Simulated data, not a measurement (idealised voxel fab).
process module | voxel air gaps
cross-section cut | 215 nm wide | cells 5 nm
A cross-section is a grid of square cells, given in bands from the top down. A band is one or more rows of cells.
Each band's line starts with the height of the band's top and of its bottom, in nm. Then come its materials from left to right, each with its width in nm. One material with "throughout" fills the band from edge to edge. "air" is empty space.
Height 0 is the level under which the wafer as received is all one material. The lowest band goes on downwards, as in "0 down".
A width such as "30 to 40" changes by the same amount from each row of cells to the next, from the band's top row to its bottom row.
"no change" after a step means that no cell of the cross-section changed.
closed voids: empty space of 8 cells or more with no open way to the top, each as width x height at its distance from the left edge, in nm
after a step's settings: what the simulator itself notes on the step
overlay nm, on a step with a mask: how far to the right of its planned place the mask lay; to the left if negative
plan
1 op RECEIVE | material Si
2 op CONFORMAL_DEP | material SiO2 | thk nm 10
3 op CONFORMAL_DEP | material SiN | thk nm 5
4 op DIRECTIONAL_DEP | material lowk | thk nm 35
5 op DIRECTIONAL_DEP | material aC | thk nm 15
6 op PATTERN | tone open | mask id LINES | material resist | width nm 15 | pitch nm 45 | thk nm 35 | overlay nm 0
7 op DIRECTIONAL_ETCH | etch materials aC | depth nm 15
8 op STRIP | etch materials resist
9 op DIRECTIONAL_ETCH | etch materials lowk | depth nm 35
10 op STRIP | etch materials aC
11 op CONFORMAL_DEP | material TiN | thk nm 5
12 op FILL_DEP | material Ru | thk nm 10
13 op CMP | height nm 50
14 op EPI | material Ru | thk nm 10
15 op SELECTIVE_ETCH | etch materials lowk | depth nm 45
16 op CONFORMAL_DEP | material SiN | thk nm 5
first wafer, as planned
as received, after step 1
  0 down: Si throughout
  closed voids: none
after step 2
  10 to 0: SiO2 throughout
  below 0: unchanged
after step 3
  15 to 10: SiN throughout
  below 10: unchanged
after step 4
  50 to 15: lowk throughout
  below 15: unchanged
after step 5
  65 to 50: aC throughout
  below 50: unchanged
after step 6
  100 to 65: resist 55 | air 15 | resist 30 | air 15 | resist 30 | air 15 | resist 55
  below 65: unchanged
after step 7
  85 to 65: resist 55 | air 15 | resist 30 | air 15 | resist 30 | air 15 | resist 55
  65 to 50: aC 55 | air 15 | aC 30 | air 15 | aC 30 | air 15 | aC 55
  below 50: unchanged
after step 8
  65 to 50: aC 55 | air 15 | aC 30 | air 15 | aC 30 | air 15 | aC 55
  below 50: unchanged
after step 9
  65 to 50: aC 55 | air 15 | aC 30 | air 15 | aC 30 | air 15 | aC 55
  50 to 15: lowk 55 | air 15 | lowk 30 | air 15 | lowk 30 | air 15 | lowk 55
  below 15: unchanged
after step 10
  50 to 15: lowk 55 | air 15 | lowk 30 | air 15 | lowk 30 | air 15 | lowk 55
  below 15: unchanged
after step 11
  55 to 50: TiN 60 | air 5 | TiN 40 | air 5 | TiN 40 | air 5 | TiN 60
  50 to 20: lowk 55 | TiN 5 | air 5 | TiN 5 | lowk 30 | TiN 5 | air 5 | TiN 5 | lowk 30 | TiN 5 | air 5 | TiN 5 | lowk 55
  20 to 15: lowk 55 | TiN 15 | lowk 30 | TiN 15 | lowk 30 | TiN 15 | lowk 55
  below 15: unchanged
after step 12
  65 to 55: Ru throughout
  55 to 50: TiN 60 | Ru 5 | TiN 40 | Ru 5 | TiN 40 | Ru 5 | TiN 60
  50 to 20: lowk 55 | TiN 5 | Ru 5 | TiN 5 | lowk 30 | TiN 5 | Ru 5 | TiN 5 | lowk 30 | TiN 5 | Ru 5 | TiN 5 | lowk 55
  below 20: unchanged
after step 13
  50 to 20: lowk 55 | TiN 5 | Ru 5 | TiN 5 | lowk 30 | TiN 5 | Ru 5 | TiN 5 | lowk 30 | TiN 5 | Ru 5 | TiN 5 | lowk 55
  below 20: unchanged
after step 14
  60 to 50: air 45 | Ru 35 | air 10 | Ru 35 | air 10 | Ru 35 | air 45
  below 50: unchanged
after step 15
  60 to 50: air 45 | Ru 35 | air 10 | Ru 35 | air 10 | Ru 35 | air 45
  50 to 20: air 55 | TiN 5 | Ru 5 | TiN 5 | air 30 | TiN 5 | Ru 5 | TiN 5 | air 30 | TiN 5 | Ru 5 | TiN 5 | air 55
  20 to 15: air 55 | TiN 15 | air 30 | TiN 15 | air 30 | TiN 15 | air 55
  below 15: unchanged
after step 16
  65 to 60: air 40 | SiN 135 | air 40
  60 to 50: air 40 | SiN 5 | Ru 35 | SiN 10 | Ru 35 | SiN 10 | Ru 35 | SiN 5 | air 40
  50 to 45: air 40 | SiN 15 | TiN 5 | Ru 5 | TiN 5 | SiN 30 | TiN 5 | Ru 5 | TiN 5 | SiN 30 | TiN 5 | Ru 5 | TiN 5 | SiN 15 | air 40
  45 to 20: air 50 | SiN 5 | TiN 5 | Ru 5 | TiN 5 | SiN 5 | air 20 | SiN 5 | TiN 5 | Ru 5 | TiN 5 | SiN 5 | air 20 | SiN 5 | TiN 5 | Ru 5 | TiN 5 | SiN 5 | air 50
  20 to 15: SiN 55 | TiN 15 | SiN 30 | TiN 15 | SiN 30 | TiN 15 | SiN 55
  below 15: unchanged
  closed voids: 20 x 25 at 75; 20 x 25 at 120
second wafer: like start, like plan, one mistake. Through step 5 it matches the first wafer
when step 6 should have ended
  100 to 65: resist 50 | air 15 | resist 30 | air 15 | resist 30 | air 15 | resist 60
  below 65: unchanged
when step 7 should have ended
  85 to 65: resist 50 | air 15 | resist 30 | air 15 | resist 30 | air 15 | resist 60
  65 to 50: aC 50 | air 15 | aC 30 | air 15 | aC 30 | air 15 | aC 60
  below 50: unchanged
when step 8 should have ended
  65 to 50: aC 50 | air 15 | aC 30 | air 15 | aC 30 | air 15 | aC 60
  below 50: unchanged
when step 9 should have ended
  65 to 50: aC 50 | air 15 | aC 30 | air 15 | aC 30 | air 15 | aC 60
  50 to 15: lowk 50 | air 15 | lowk 30 | air 15 | lowk 30 | air 15 | lowk 60
  below 15: unchanged
when step 10 should have ended
  50 to 15: lowk 50 | air 15 | lowk 30 | air 15 | lowk 30 | air 15 | lowk 60
  below 15: unchanged
when step 11 should have ended
  55 to 50: TiN 55 | air 5 | TiN 40 | air 5 | TiN 40 | air 5 | TiN 65
  50 to 20: lowk 50 | TiN 5 | air 5 | TiN 5 | lowk 30 | TiN 5 | air 5 | TiN 5 | lowk 30 | TiN 5 | air 5 | TiN 5 | lowk 60
  20 to 15: lowk 50 | TiN 15 | lowk 30 | TiN 15 | lowk 30 | TiN 15 | lowk 60
  below 15: unchanged
when step 12 should have ended
  65 to 55: Ru throughout
  55 to 50: TiN 55 | Ru 5 | TiN 40 | Ru 5 | TiN 40 | Ru 5 | TiN 65
  50 to 20: lowk 50 | TiN 5 | Ru 5 | TiN 5 | lowk 30 | TiN 5 | Ru 5 | TiN 5 | lowk 30 | TiN 5 | Ru 5 | TiN 5 | lowk 60
  below 20: unchanged
when step 13 should have ended
  50 to 20: lowk 50 | TiN 5 | Ru 5 | TiN 5 | lowk 30 | TiN 5 | Ru 5 | TiN 5 | lowk 30 | TiN 5 | Ru 5 | TiN 5 | lowk 60
  below 20: unchanged
when step 14 should have ended
  60 to 50: air 40 | Ru 35 | air 10 | Ru 35 | air 10 | Ru 35 | air 50
  below 50: unchanged
when step 15 should have ended
  60 to 50: air 40 | Ru 35 | air 10 | Ru 35 | air 10 | Ru 35 | air 50
  50 to 20: air 50 | TiN 5 | Ru 5 | TiN 5 | air 30 | TiN 5 | Ru 5 | TiN 5 | air 30 | TiN 5 | Ru 5 | TiN 5 | air 60
  20 to 15: air 50 | TiN 15 | air 30 | TiN 15 | air 30 | TiN 15 | air 60
  below 15: unchanged
when step 16 should have ended
  65 to 60: air 35 | SiN 135 | air 45
  60 to 50: air 35 | SiN 5 | Ru 35 | SiN 10 | Ru 35 | SiN 10 | Ru 35 | SiN 5 | air 45
  50 to 45: air 35 | SiN 15 | TiN 5 | Ru 5 | TiN 5 | SiN 30 | TiN 5 | Ru 5 | TiN 5 | SiN 30 | TiN 5 | Ru 5 | TiN 5 | SiN 15 | air 45
  45 to 20: air 45 | SiN 5 | TiN 5 | Ru 5 | TiN 5 | SiN 5 | air 20 | SiN 5 | TiN 5 | Ru 5 | TiN 5 | SiN 5 | air 20 | SiN 5 | TiN 5 | Ru 5 | TiN 5 | SiN 5 | air 55
  20 to 15: SiN 50 | TiN 15 | SiN 30 | TiN 15 | SiN 30 | TiN 15 | SiN 60
  below 15: unchanged
  closed voids: 20 x 25 at 70; 20 x 25 at 115
what went wrong: step 6 ran as: op PATTERN | tone open | mask id LINES | material resist | width nm 15 | pitch nm 45 | thk nm 35 | overlay nm -5
at the end the second wafer has, in cells: as many of each material as the first, in other places
